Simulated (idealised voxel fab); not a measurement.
Process module heading - voxel self aligned vias
Cross-section cut: width 140 nm, square cells of 5 nm.
For the purposes of this document, a cross-section shall be understood as a grid of square cells, specified as bands listed in top-to-bottom order, each band consisting of one or more rows of cells.
Basically the band line says how high the top is and how high the bottom is, in nm, and then what's in it from left to right, every material with its width in nm. Empty space shows up as "empty", and if a single material carries "edge to edge" it runs the full band edge to edge.
Where do heights start? At 0: under that level the wafer as delivered is made of one material only. And the lowest band has no floor; it just carries on downward, as in "from 0 down".
Note: "30..40" means the width goes from the first number (top row of the band) to the second number (bottom row) in equal steps per row of cells.
Key: "everything unchanged" - step with no changed cell in the cross-section.
Heads up: "Listed closed voids" only lists the empty pockets with no open path to the top that are 8 cells or more, and it writes them as width x height at distance, distance from the left edge, in nm.
If you see something after the settings on a step's line, that's the simulator's own remark about that step.
overlay nm: mask offset rightward from planned place, masked step; negative means leftward offset.
## plan
1) RECEIVE with material Si
2) CONFORMAL_DEP with material SiO2, thk nm 15
3) CONFORMAL_DEP with material SiCN, thk nm 5
4) DIRECTIONAL_DEP with material SiO2, thk nm 30
5) DIRECTIONAL_DEP with material aC, thk nm 10
6) PATTERN with tone open, mask id LINES, material resist, width nm 25, pitch nm 60, thk nm 30, overlay nm 0
7) DIRECTIONAL_ETCH with etch materials aC, depth nm 10
8) STRIP with etch materials resist
9) DIRECTIONAL_ETCH with etch materials SiO2, depth nm 30
10) STRIP with etch materials aC
11) CONFORMAL_DEP with material TiN, thk nm 5
12) FILL_DEP with material W, thk nm 10
13) CMP with height nm 50
14) SELECTIVE_ETCH with etch materials W Ru TiN, depth nm 5
15) FILL_DEP with material SiN, thk nm 10
16) CMP with height nm 50
17) DIRECTIONAL_DEP with material SiO2, thk nm 20
18) DIRECTIONAL_DEP with material aC, thk nm 15
19) PATTERN with tone open, mask id VIAS, material resist, width nm 35, thk nm 35, overlay nm 0
20) DIRECTIONAL_ETCH with etch materials aC, depth nm 15
21) STRIP with etch materials resist
22) DIRECTIONAL_ETCH with etch materials SiO2, depth nm 20
23) DIRECTIONAL_ETCH with etch materials SiN, depth nm 5
24) STRIP with etch materials aC
25) CONFORMAL_DEP with material TiN, thk nm 5
26) FILL_DEP with material Ru, thk nm 10
27) CMP with height nm 70
28) CONFORMAL_DEP with material SiN, thk nm 5
## Cross-sectional view of the wafer in its as-received condition, corresponding to the state after step 1
* from 0 down  Si edge to edge
* Listed closed voids: none
## Here's the wafer cut in cross-section after the module, started and planned just like above, except one thing was done wrong in the run
* from 75 to 70  SiN edge to edge
* from 70 to 55  20 of SiO2, 5 of SiCN, 25 of Ru, 5 of SiCN, 85 of SiO2
* from 55 to 50  20 of SiO2, 10 of SiCN, 15 of Ru, 10 of SiCN, 85 of SiO2
* from 50 to 45  25 of SiO2, 25 of SiCN, 35 of SiO2, 25 of SiN, 30 of SiO2
* from 45 to 25  25 of SiO2, 5 of TiN, 15 of W, 5 of TiN, 35 of SiO2, 5 of TiN, 15 of W, 5 of TiN, 30 of SiO2
* from 25 to 20  25 of SiO2, 25 of TiN, 35 of SiO2, 25 of TiN, 30 of SiO2
* from 20 to 15  SiCN edge to edge
* from 15 to 0  SiO2 edge to edge
* from 0 down  Si edge to edge
* Listed closed voids: none
Deviation from plan: step 25 did not happen as planned, as run it was CONFORMAL_DEP with material SiCN, thk nm 5
